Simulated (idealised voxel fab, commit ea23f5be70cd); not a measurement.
The following is a process module called voxel released beams.
Cross-section cut: width 205 nm, square cells of 5 nm.
Cross-section = grid of square cells, listed top down in bands; band = one or more rows. Heights first: top, then bottom, in nm. Then materials, left to right, each with a width in nm. "all across" on a single material: fills the band edge to edge. "blank": empty space. Convention: height 0 is the level below which the wafer, as received, is all one material. The lowest band does not terminate at the bottom but continues downward, represented as "z 0 and below". A width given as "30->40" starts at the first number in the band's top row and ends at the second number in its bottom row, shifting by an equal amount at every step from row to row. "all unchanged" for a step: no cell of the cross-section changed in that step. For the entry "Internal closed voids", the listed items are empty spaces with no open way to the top whose size is 8 cells or more; each item follows the pattern width x height at distance, where distance is from the left edge and all three are in nm. after a step's settings: what the simulator itself notes on the step. When a step includes a mask, the "overlay nm" setting on its line states how far to the right of its planned place that mask lay, and negative values state how far to the left.

PLAN
1: RECEIVE with material Si
2: CONFORMAL_DEP with material Al2O3, thk nm 10
3: DIRECTIONAL_DEP with material SiO2, thk nm 20
4: PATTERN with tone open, mask id ANCHOR, material resist, width nm 35, thk nm 20, overlay nm 0
5: DIRECTIONAL_ETCH with etch materials SiO2, depth nm 20
6: STRIP with etch materials resist
7: CONFORMAL_DEP with material SiN, thk nm 10
8: PATTERN with tone cover, mask id BEAM, material resist, width nm 110, thk nm 15, overlay nm 0
9: DIRECTIONAL_ETCH with etch materials SiN, depth nm 10
10: STRIP with etch materials resist
11: STRIP with etch materials SiO2

AS RECEIVED (POST STEP 1): CROSS-SECTION
	z 0 and below = Si all across
	Internal closed voids: none

FIRST OF TWO WAFERS, END-OF-MODULE SECTION, RUN FOLLOWED PLAN
	z 40 to 30 = blank 45; SiN 15; blank 15; SiN 80; blank 50
	z 30 to 20 = blank 50; SiN 10; blank 15; SiN 10; blank 120
	z 20 to 10 = blank 50; SiN 35; blank 120
	z 10 to 0 = Al2O3 all across
	z 0 and below = Si all across
	Internal closed voids: none

SECOND OF TWO WAFERS, MODULE COMPLETE, SECTIONED: IT SHARES THE FIRST WAFER'S START AND PLAN BUT WAS RUN WITH ONE MISTAKE
	z 35 to 25 = blank 45; SiN 15; blank 15; SiN 80; blank 50
	z 25 to 15 = blank 50; SiN 10; blank 15; SiN 10; blank 120
	z 15 to 5 = blank 50; SiN 35; blank 120
	z 5 to 0 = Al2O3 all across
	z 0 and below = Si all across
	Internal closed voids: none
Want to know what went wrong? for step 2, the planned setting was not used; the step was instead run as CONFORMAL_DEP with material Al2O3, thk nm 5
End of process, cell counts, second wafer against first, materials with more or fewer: Al2O3 -41
